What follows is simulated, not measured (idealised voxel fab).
A process module follows: voxel self aligned contacts.
Cross-sectional view cut (width: 145 nm; square cell size: 5 nm).
If you're reading a cross-section in this doc, picture square cells in a grid; it comes to you as bands, top ones listed first down to the bottom, and a band can be one or more rows of cells.
Per band: top height and bottom height in nm, followed by the left-to-right materials and their widths in nm; "edge to edge" marks a single material spanning edge to edge, "blank" marks empty space.
Convention: height 0 is the level below which the wafer, as received, is all one material. The lowest band does not terminate at the bottom but continues downward, represented as "0 nm and below".
A width such as "30->40" changes by the same amount from each row of cells to the next, from the band's top row to its bottom row.
Where a step carries "no change occurred", the cross-section came out of it unchanged, cell for cell.
The list in "Enclosed void list" covers empty spaces of 8 cells or more that cannot reach the top through any open way, and it gives each as width x height at distance; the distance is from the left edge, and width, height and distance are in nm.
Past the settings on a step's line: simulator remark, on that step.
overlay nm: on a step with a mask, how far right of its planned place the mask lay; negative means left.

# Planned process steps
- 1: op RECEIVE | material Si
- 2: op CONFORMAL_DEP | material SiO2 | thk nm 5
- 3: op DIRECTIONAL_DEP | material polySi | thk nm 30
- 4: op DIRECTIONAL_DEP | material SiN | thk nm 20
- 5: op MASKED_ETCH | tone cover | mask id GATE | width nm 25 | pitch nm 60 | etch materials SiN | depth nm 20 | overlay nm 0
- 6: op MASKED_ETCH | tone cover | mask id GATE | width nm 25 | pitch nm 60 | etch materials polySi | depth nm 30 | overlay nm 0
- 7: op CONFORMAL_DEP | material SiN | thk nm 5
- 8: op DIRECTIONAL_ETCH | etch materials SiN | depth nm 5
- 9: op FILL_DEP | material SiO2 | thk nm 20
- 10: op CMP | height nm 65
- 11: op DIRECTIONAL_DEP | material aC | thk nm 15
- 12: op PATTERN | tone open | mask id CONTACT | material resist | width nm 35 | thk nm 30 | overlay nm 0
- 13: op DIRECTIONAL_ETCH | etch materials aC | depth nm 15
- 14: op STRIP | etch materials resist
- 15: op DIRECTIONAL_ETCH | etch materials SiO2 | depth nm 65
- 16: op STRIP | etch materials aC
- 17: op CONFORMAL_DEP | material TiN | thk nm 5
- 18: op FILL_DEP | material Ru | thk nm 5
- 19: op CMP | height nm 65
- 20: op CONFORMAL_DEP | material SiN | thk nm 5
Heads up: all these wafers start the same, and what changes between them is the width nm in step 12. The value you see in the plan is just what the first wafer got.

# The as-received cross-section of the first of several wafers corresponds to the state after step 1
  0 nm and below | Si edge to edge
  Enclosed void list: none

# Quick key for the table: a row per wafer, taken at the end of the module. For each material it tells you how many cells the wafer gained (+) or lost (-) since it came in, and the closed voids come after
width nm 35; +38 Ru; +109 SiN; +168 SiO2; +31 TiN; +60 polySi; Enclosed void list: none
width nm 40; +39 Ru; +109 SiN; +166 SiO2; +32 TiN; +60 polySi; Enclosed void list: none
width nm 45; +40 Ru; +109 SiN; +164 SiO2; +33 TiN; +60 polySi; Enclosed void list: none
width nm 50; +41 Ru; +109 SiN; +162 SiO2; +34 TiN; +60 polySi; Enclosed void list: none
width nm 55; +42 Ru; +109 SiN; +160 SiO2; +35 TiN; +60 polySi; Enclosed void list: none
width nm 60; +43 Ru; +109 SiN; +158 SiO2; +36 TiN; +60 polySi; Enclosed void list: none
